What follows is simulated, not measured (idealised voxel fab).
process module | voxel ribs on slabs
Cross-section cut: width 190 nm, square cells of 5 nm.
Each cross-section below is a grid of square cells, stated as bands in top-down order, with one or more rows of cells making up each band.
Basically the band line says how high the top is and how high the bottom is, in nm, and then what's in it from left to right, every material with its width in nm. Empty space shows up as "air", and if a single material carries "all across" it runs the full band edge to edge.
Heads up on the height convention: 0 is the point under which the incoming wafer is all one material, and the lowest band has no bottom, it just keeps going down, like "0 -> down".
Per-row width for "30->40": begins at first number (top row of band), ends at second number (bottom row), increment between rows held constant.
"nothing got changed" for a step: no cell of the cross-section changed in that step.
Listed in "Non-vented voids": every empty space of 8 or more cells without an open way to the top. Form: width x height at distance, the distance being from the left edge, all in nm.
Anything after a step's settings on that line? It's the simulator's own note about the step.
The line of a step may include "overlay nm". On a step with a mask, this value is how far to the right of its planned place the mask lay. A negative value means the mask lay to the left.
PLAN
step 1: RECEIVE with material Si
step 2: DIRECTIONAL_DEP with material SiO2, thk nm 20
step 3: DIRECTIONAL_DEP with material SiN, thk nm 25
step 4: DIRECTIONAL_DEP with material aC, thk nm 10
step 5: PATTERN with tone cover, mask id RIB, material resist, width nm 20, thk nm 30, overlay nm 0
step 6: DIRECTIONAL_ETCH with etch materials aC, depth nm 10
step 7: STRIP with etch materials resist
step 8: DIRECTIONAL_ETCH with etch materials SiN, depth nm 10
step 9: STRIP with etch materials aC
step 10: DIRECTIONAL_DEP with material aC, thk nm 15
step 11: PATTERN with tone cover, mask id SLAB, material resist, width nm 80, thk nm 35, overlay nm 0
step 12: DIRECTIONAL_ETCH with etch materials aC, depth nm 15
step 13: STRIP with etch materials resist
step 14: DIRECTIONAL_ETCH with etch materials SiN, depth nm 15
step 15: STRIP with etch materials aC
step 16: FILL_DEP with material SiO2, thk nm 20
step 17: CMP with height nm 55
step 18: DIRECTIONAL_DEP with material W, thk nm 5
step 19: MASKED_ETCH with tone cover, mask id HEATER, width nm 30, etch materials W, depth nm 5, overlay nm 0
step 20: CONFORMAL_DEP with material SiN, thk nm 5
THE FIRST OF A SET OF TWO WAFERS, RUN TO PLAN
WAFER AT RECEIPT (POST STEP 1), CROSS-SECTION
* 0 -> down | Si all across
* Non-vented voids: none
ONCE STEP 2 IS THROUGH, THE WAFER LOOKS LIKE THIS IN CROSS-SECTION
* 20 -> 0 | SiO2 all across
* No changes below 0.
ONCE STEP 3 IS THROUGH, THE WAFER LOOKS LIKE THIS IN CROSS-SECTION
* 45 -> 20 | SiN all across
* No changes below 20.
ONCE STEP 4 IS THROUGH, THE WAFER LOOKS LIKE THIS IN CROSS-SECTION
* 55 -> 45 | aC all across
* No changes below 45.
ONCE STEP 5 IS THROUGH, THE WAFER LOOKS LIKE THIS IN CROSS-SECTION
* 85 -> 55 | air 85 / resist 20 / air 85
* No changes below 55.
ONCE STEP 6 IS THROUGH, THE WAFER LOOKS LIKE THIS IN CROSS-SECTION
* 75 -> 55 | air 85 / resist 20 / air 85
* 55 -> 45 | air 85 / aC 20 / air 85
* No changes below 45.
ONCE STEP 7 IS THROUGH, THE WAFER LOOKS LIKE THIS IN CROSS-SECTION
* 55 -> 45 | air 85 / aC 20 / air 85
* No changes below 45.
ONCE STEP 8 IS THROUGH, THE WAFER LOOKS LIKE THIS IN CROSS-SECTION
* 55 -> 45 | air 85 / aC 20 / air 85
* 45 -> 35 | air 85 / SiN 20 / air 85
* No changes below 35.
ONCE STEP 9 IS THROUGH, THE WAFER LOOKS LIKE THIS IN CROSS-SECTION
* 45 -> 35 | air 85 / SiN 20 / air 85
* No changes below 35.
ONCE STEP 10 IS THROUGH, THE WAFER LOOKS LIKE THIS IN CROSS-SECTION
* 60 -> 50 | air 85 / aC 20 / air 85
* 50 -> 45 | aC all across
* 45 -> 35 | aC 85 / SiN 20 / aC 85
* No changes below 35.
ONCE STEP 11 IS THROUGH, THE WAFER LOOKS LIKE THIS IN CROSS-SECTION
* 95 -> 60 | air 55 / resist 80 / air 55
* 60 -> 50 | air 55 / resist 30 / aC 20 / resist 30 / air 55
* No changes below 50.
ONCE STEP 12 IS THROUGH, THE WAFER LOOKS LIKE THIS IN CROSS-SECTION
* 80 -> 60 | air 55 / resist 80 / air 55
* 60 -> 50 | air 55 / resist 30 / aC 20 / resist 30 / air 55
* 50 -> 45 | air 55 / aC 80 / air 55
* 45 -> 35 | air 55 / aC 30 / SiN 20 / aC 30 / air 55
* No changes below 35.
ONCE STEP 13 IS THROUGH, THE WAFER LOOKS LIKE THIS IN CROSS-SECTION
* 60 -> 50 | air 85 / aC 20 / air 85
* No changes below 50.
ONCE STEP 14 IS THROUGH, THE WAFER LOOKS LIKE THIS IN CROSS-SECTION
* 60 -> 50 | air 85 / aC 20 / air 85
* 50 -> 45 | air 55 / aC 80 / air 55
* 45 -> 35 | air 55 / aC 30 / SiN 20 / aC 30 / air 55
* 35 -> 20 | air 55 / SiN 80 / air 55
* No changes below 20.
ONCE STEP 15 IS THROUGH, THE WAFER LOOKS LIKE THIS IN CROSS-SECTION
* 45 -> 35 | air 85 / SiN 20 / air 85
* No changes below 35.
ONCE STEP 16 IS THROUGH, THE WAFER LOOKS LIKE THIS IN CROSS-SECTION
* 65 -> 45 | SiO2 all across
* 45 -> 35 | SiO2 85 / SiN 20 / SiO2 85
* 35 -> 20 | SiO2 55 / SiN 80 / SiO2 55
* No changes below 20.
ONCE STEP 17 IS THROUGH, THE WAFER LOOKS LIKE THIS IN CROSS-SECTION
* 55 -> 45 | SiO2 all across
* No changes below 45.
ONCE STEP 18 IS THROUGH, THE WAFER LOOKS LIKE THIS IN CROSS-SECTION
* 60 -> 55 | W all across
* No changes below 55.
ONCE STEP 19 IS THROUGH, THE WAFER LOOKS LIKE THIS IN CROSS-SECTION
* 60 -> 55 | air 80 / W 30 / air 80
* No changes below 55.
ONCE STEP 20 IS THROUGH, THE WAFER LOOKS LIKE THIS IN CROSS-SECTION
* 65 -> 60 | air 75 / SiN 40 / air 75
* 60 -> 55 | SiN 80 / W 30 / SiN 80
* No changes below 55.
SECOND OF TWO: SAME START, SAME PLAN, ONE RUN ERROR; STEPS UP TO AND INCLUDING 19 MATCH THE FIRST
At the planned end of step 20, the second wafer in cross-section: nothing got changed
Run error: not run: step 20 of the plan (skipped)
Upon completion, the second wafer contains, in terms of cells, a greater or smaller amount of certain materials than the first wafer: SiN: 40 fewer
